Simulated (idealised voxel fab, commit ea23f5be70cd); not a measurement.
Process module in this document: voxel transistor to metal
Cross-section cut: width 270 nm, square cells of 5 nm.
Format of a cross-section: grid, square cells. Given as bands. Order: top down. Band: one or more rows of cells.
Look at the band entry: it leads with the top's height and the bottom's height in nm. Then it lists the materials left to right, with a width in nm for each. The word "full width" on a single material says that material fills the band edge to edge. The word "blank" is empty space.
Heads up on the height convention: 0 is the point under which the incoming wafer is all one material, and the lowest band has no bottom, it just keeps going down, like "top 0, no bottom".
Quick explanation for "30..40": the width changes in equal steps down the rows of cells, from the first number in the band's top row to the second number in its bottom row.
"same as before" (step): cross-section cells unchanged, all of them.
Basically, "Fully sealed voids" tells you about the enclosed voids: empty spaces with no open way to the top, 8 cells or bigger, each written width x height at distance, where distance is from the left edge, all in nm.
That trailing text on a step's line, after the settings, is the simulator's own remark on the step.
overlay nm: step with mask; distance mask lay right of planned place; negative value = left of planned place.
Listed below are the process steps as planned:
1. RECEIVE [material Si]
2. OXIDIZE [depth nm 5]
3. CONFORMAL_DEP [material SiN] [thk nm 15]
4. MASKED_ETCH [tone cover] [mask id ACTIVE] [width nm 105] [pitch nm 135] [etch materials SiN] [depth nm 15] [overlay nm 0]
5. MASKED_ETCH [tone cover] [mask id ACTIVE] [width nm 105] [pitch nm 135] [etch materials SiO2] [depth nm 5] [overlay nm 0]
6. MASKED_ETCH [tone cover] [mask id ACTIVE] [width nm 105] [pitch nm 135] [etch materials Si] [depth nm 35] [overlay nm 0]
7. OXIDIZE [depth nm 5]
8. FILL_DEP [material SiO2] [thk nm 15]
9. CMP [height nm 15]
10. SELECTIVE_ETCH [etch materials SiO2] [depth nm 15]
11. STRIP [etch materials SiN]
12. SELECTIVE_ETCH [etch materials SiO2] [depth nm 5]
13. OXIDIZE [depth nm 5]
14. DIRECTIONAL_DEP [material polySi] [thk nm 25]
15. DIRECTIONAL_DEP [material SiCN] [thk nm 15]
16. MASKED_ETCH [tone cover] [mask id GATE] [width nm 25] [pitch nm 135] [etch materials SiCN] [depth nm 25] [overlay nm 0]
17. MASKED_ETCH [tone cover] [mask id GATE] [width nm 25] [pitch nm 135] [etch materials polySi] [depth nm 35] [overlay nm 0]
18. CONFORMAL_DEP [material SiO2] [thk nm 5]
19. DIRECTIONAL_ETCH [etch materials SiO2] [depth nm 5]
20. CONFORMAL_DEP [material SiN] [thk nm 10]
21. DIRECTIONAL_ETCH [etch materials SiN] [depth nm 10]
22. DIRECTIONAL_ETCH [etch materials SiO2] [depth nm 5]
23. DIRECTIONAL_ETCH [etch materials Si] [depth nm 5]
24. EPI [material pSi] [thk nm 10]
25. FILL_DEP [material SiO2] [thk nm 10]
26. CMP [height nm 20]
27. STRIP [etch materials polySi]
28. SELECTIVE_ETCH [etch materials SiO2] [depth nm 5]
29. CONFORMAL_DEP [material HfO2] [thk nm 5]
30. CONFORMAL_DEP [material TiN] [thk nm 5]
31. FILL_DEP [material W] [thk nm 10]
32. CMP [height nm 15]
33. DIRECTIONAL_DEP [material SiO2] [thk nm 10]
34. DIRECTIONAL_DEP [material aC] [thk nm 10]
35. PATTERN [tone open] [mask id CONTACT] [material resist] [width nm 20] [thk nm 30] [overlay nm 0]
36. DIRECTIONAL_ETCH [etch materials aC] [depth nm 10]
37. STRIP [etch materials resist]
38. DIRECTIONAL_ETCH [etch materials SiO2] [depth nm 30]
39. STRIP [etch materials aC]
40. CONFORMAL_DEP [material TiN] [thk nm 5]
41. FILL_DEP [material W] [thk nm 10]
42. CMP [height nm 25]
43. CONFORMAL_DEP [material SiN] [thk nm 5]
44. DIRECTIONAL_DEP [material lowk] [thk nm 25]
45. DIRECTIONAL_DEP [material aC] [thk nm 15]
46. PATTERN [tone open] [mask id METAL_1] [material resist] [width nm 20] [thk nm 30] [overlay nm 0]
47. DIRECTIONAL_ETCH [etch materials aC] [depth nm 15]
48. STRIP [etch materials resist]
49. DIRECTIONAL_ETCH [etch materials lowk] [depth nm 25]
50. DIRECTIONAL_ETCH [etch materials SiN] [depth nm 5]
51. STRIP [etch materials aC]
52. CONFORMAL_DEP [material TiN] [thk nm 5]
53. FILL_DEP [material Cu] [thk nm 5]
54. CMP [height nm 55]
55. EPI [material Ru] [thk nm 5]
56. FILL_DEP [material SiCN] [thk nm 5]
Cross-section of the incoming wafer, state after step 1:
- top 0, no bottom = Si full width
- Fully sealed voids: none
End-of-module cross-section of the first of two wafers, processed as planned:
- top 65, bottom 60 = SiCN full width
- top 60, bottom 55 = SiCN (15), then Ru (30), then SiCN (45), then Ru (30), then SiCN (30), then Ru (30), then SiCN (45), then Ru (30), then SiCN (15)
- top 55, bottom 30 = lowk (20), then TiN (5), then Cu (10), then TiN (5), then lowk (55), then TiN (5), then Cu (10), then TiN (5), then lowk (40), then TiN (5), then Cu (10), then TiN (5), then lowk (55), then TiN (5), then Cu (10), then TiN (5), then lowk (20)
- top 30, bottom 25 = SiN (20), then TiN (20), then SiN (55), then TiN (20), then SiN (40), then TiN (20), then SiN (55), then TiN (20), then SiN (20)
- top 25, bottom 15 = SiO2 (20), then TiN (5), then W (10), then TiN (5), then SiO2 (55), then TiN (5), then W (10), then TiN (5), then SiO2 (40), then TiN (5), then W (10), then TiN (5), then SiO2 (55), then TiN (5), then W (10), then TiN (5), then SiO2 (20)
- top 15, bottom 5 = SiO2 (20), then TiN (5), then W (10), then TiN (5), then SiN (10), then HfO2 (5), then TiN (5), then W (15), then TiN (5), then HfO2 (5), then SiN (10), then TiN (5), then W (10), then TiN (5), then SiO2 (40), then TiN (5), then W (10), then TiN (5), then SiN (10), then HfO2 (5), then TiN (5), then W (15), then TiN (5), then HfO2 (5), then SiN (10), then TiN (5), then W (10), then TiN (5), then SiO2 (20)
- top 5, bottom 0 = SiO2 (20), then TiN (20), then SiN (10), then HfO2 (5), then TiN (5), then W (15), then TiN (5), then HfO2 (5), then SiN (10), then TiN (20), then SiO2 (40), then TiN (20), then SiN (10), then HfO2 (5), then TiN (5), then W (15), then TiN (5), then HfO2 (5), then SiN (10), then TiN (20), then SiO2 (20)
- top 0, bottom -5 = SiO2 (20), then TiN (10), then pSi (10), then SiN (10), then HfO2 (5), then TiN (25), then HfO2 (5), then SiN (10), then pSi (10), then TiN (10), then SiO2 (40), then TiN (10), then pSi (10), then SiN (10), then HfO2 (5), then TiN (25), then HfO2 (5), then SiN (10), then pSi (10), then TiN (10), then SiO2 (20)
- top -5, bottom -10 = SiO2 (15), then pSi (25), then SiO2 (10), then HfO2 (35), then SiO2 (10), then pSi (25), then SiO2 (30), then pSi (25), then SiO2 (10), then HfO2 (35), then SiO2 (10), then pSi (25), then SiO2 (15)
- top -10, bottom -15 = SiO2 (20), then pSi (20), then Si (55), then pSi (20), then SiO2 (40), then pSi (20), then Si (55), then pSi (20), then SiO2 (20)
- top -15, bottom -45 = SiO2 (20), then Si (95), then SiO2 (40), then Si (95), then SiO2 (20)
- top -45, no bottom = Si full width
- Fully sealed voids: none
Cross-sectional view: second of two wafers, end of module; start and plan identical to the first, one mistake in running:
- top 65, bottom 60 = SiCN full width
- top 60, bottom 55 = SiCN (10), then Ru (30), then SiCN (45), then Ru (30), then SiCN (30), then Ru (30), then SiCN (45), then Ru (30), then SiCN (20)
- top 55, bottom 30 = lowk (15), then TiN (5), then Cu (10), then TiN (5), then lowk (55), then TiN (5), then Cu (10), then TiN (5), then lowk (40), then TiN (5), then Cu (10), then TiN (5), then lowk (55), then TiN (5), then Cu (10), then TiN (5), then lowk (25)
- top 30, bottom 25 = SiN (15), then TiN (20), then SiN (55), then TiN (20), then SiN (40), then TiN (20), then SiN (55), then TiN (20), then SiN (25)
- top 25, bottom 15 = SiO2 (20), then TiN (5), then W (10), then TiN (5), then SiO2 (55), then TiN (5), then W (10), then TiN (5), then SiO2 (40), then TiN (5), then W (10), then TiN (5), then SiO2 (55), then TiN (5), then W (10), then TiN (5), then SiO2 (20)
- top 15, bottom 5 = SiO2 (20), then TiN (5), then W (10), then TiN (5), then SiN (10), then HfO2 (5), then TiN (5), then W (15), then TiN (5), then HfO2 (5), then SiN (10), then TiN (5), then W (10), then TiN (5), then SiO2 (40), then TiN (5), then W (10), then TiN (5), then SiN (10), then HfO2 (5), then TiN (5), then W (15), then TiN (5), then HfO2 (5), then SiN (10), then TiN (5), then W (10), then TiN (5), then SiO2 (20)
- top 5, bottom 0 = SiO2 (20), then TiN (20), then SiN (10), then HfO2 (5), then TiN (5), then W (15), then TiN (5), then HfO2 (5), then SiN (10), then TiN (20), then SiO2 (40), then TiN (20), then SiN (10), then HfO2 (5), then TiN (5), then W (15), then TiN (5), then HfO2 (5), then SiN (10), then TiN (20), then SiO2 (20)
- top 0, bottom -5 = SiO2 (20), then TiN (10), then pSi (10), then SiN (10), then HfO2 (5), then TiN (25), then HfO2 (5), then SiN (10), then pSi (10), then TiN (10), then SiO2 (40), then TiN (10), then pSi (10), then SiN (10), then HfO2 (5), then TiN (25), then HfO2 (5), then SiN (10), then pSi (10), then TiN (10), then SiO2 (20)
- top -5, bottom -10 = SiO2 (15), then pSi (25), then SiO2 (10), then HfO2 (35), then SiO2 (10), then pSi (25), then SiO2 (30), then pSi (25), then SiO2 (10), then HfO2 (35), then SiO2 (10), then pSi (25), then SiO2 (15)
- top -10, bottom -15 = SiO2 (20), then pSi (20), then Si (55), then pSi (20), then SiO2 (40), then pSi (20), then Si (55), then pSi (20), then SiO2 (20)
- top -15, bottom -45 = SiO2 (20), then Si (95), then SiO2 (40), then Si (95), then SiO2 (20)
- top -45, no bottom = Si full width
- Fully sealed voids: none
What was the processing mistake? the process deviated at step 46: the operation and settings actually run there were PATTERN [tone open] [mask id METAL_1] [material resist] [width nm 20] [thk nm 30] [overlay nm -5]
The two final wafers agree on how many cells each material fills and disagree on which cells those are.
